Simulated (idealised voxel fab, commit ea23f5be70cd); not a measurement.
Herein follows the process module entitled voxel self aligned vias.
cross-section cut | 160 nm wide | cells 5 nm
Just so we're on the same page, the cross-sections are grids of square cells, and they're listed out in bands top to bottom, each band one or more rows deep. Quick guide to a band line: top height, bottom height (nm) up front; then every material left to right with its width in nm. Only one material and it's marked "everywhere"? Then it fills the band edge to edge. And "empty" just means empty space. Measure heights from 0. That's the level where, below it, the as-received wafer is all one material. The lowest band is bottomless and extends downward; write it as in "0 and below". When a width is written as two numbers, as in "30..40", the first number is the width in the top row of cells of the band and the second is the width in its bottom row, and the width changes by the same amount from each row to the next. The designation "no modification", where it is given for a processing step, indicates that no cell of the cross-section was altered in the course of that step. Under "Unvented internal voids" you'll find the enclosed gaps, the ones with no way out to the top, that are 8 cells or bigger; each reads width x height at distance, with distance counted from the left edge, everything in nm. It should be noted that, on the line of a given step, the content following the step's settings is a remark produced by the simulator itself with respect to that step. The "overlay nm" setting may appear on a step's line; for a step that uses a mask, it gives how far to the right of its planned position the mask lay, and a negative value indicates the left.
**This section lists the process steps that were planned**
1,RECEIVE (material Si)
2,CONFORMAL_DEP (material SiO2; thk nm 15)
3,CONFORMAL_DEP (material SiCN; thk nm 5)
4,DIRECTIONAL_DEP (material lowk; thk nm 20)
5,MASKED_ETCH (tone open; mask id LINES; width nm 20; pitch nm 45; etch materials lowk; depth nm 20; overlay nm 0)
6,CONFORMAL_DEP (material TiN; thk nm 5)
7,FILL_DEP (material W; thk nm 5)
8,CMP (height nm 40)
9,SELECTIVE_ETCH (etch materials W Ru TiN; depth nm 10)
10,FILL_DEP (material SiN; thk nm 5)
11,CMP (height nm 40)
12,DIRECTIONAL_DEP (material lowk; thk nm 15)
13,PATTERN (tone open; mask id VIAS; material resist; width nm 30; pitch nm 45; thk nm 20; overlay nm 0)
14,DIRECTIONAL_ETCH (etch materials lowk; depth nm 15)
15,DIRECTIONAL_ETCH (etch materials SiN; depth nm 10)
16,STRIP (etch materials resist)
17,CONFORMAL_DEP (material TiN; thk nm 5)
18,FILL_DEP (material Ru; thk nm 5)
19,CMP (height nm 55)
20,CONFORMAL_DEP (material SiN; thk nm 5)
**So this is the incoming wafer in cross-section - it's already been through step 1**
    0 and below  Si everywhere
    Unvented internal voids: none
**Wafer at module end, in section. Began as above, planned as above, run with one mistake**
    60 down to 55  SiN everywhere
    55 down to 45  35 lowk, 5 TiN, 20 Ru, 5 TiN, 15 lowk, 5 TiN, 20 Ru, 5 TiN, 50 lowk
    45 down to 35  35..45 lowk, 15..5 TiN, 10 Ru, 5 TiN, 15..25 lowk, 15..5 TiN, 10 Ru, 5 TiN, 50 lowk
    35 down to 30  45 lowk, 20 TiN, 25 lowk, 20 TiN, 50 lowk
    30 down to 25  45 lowk, 5 TiN, 10 W, 5 TiN, 25 lowk, 5 TiN, 10 W, 5 TiN, 50 lowk
    25 down to 20  45 lowk, 20 TiN, 25 lowk, 20 TiN, 50 lowk
    20 down to 15  SiCN everywhere
    15 down to 0  SiO2 everywhere
    0 and below  Si everywhere
    Unvented internal voids: none
Deviation noted in wafer processing: heads up, step 13 didn't go per plan, it actually ran as PATTERN (tone open; mask id VIAS; material resist; width nm 30; pitch nm 45; thk nm 20; overlay nm -5)
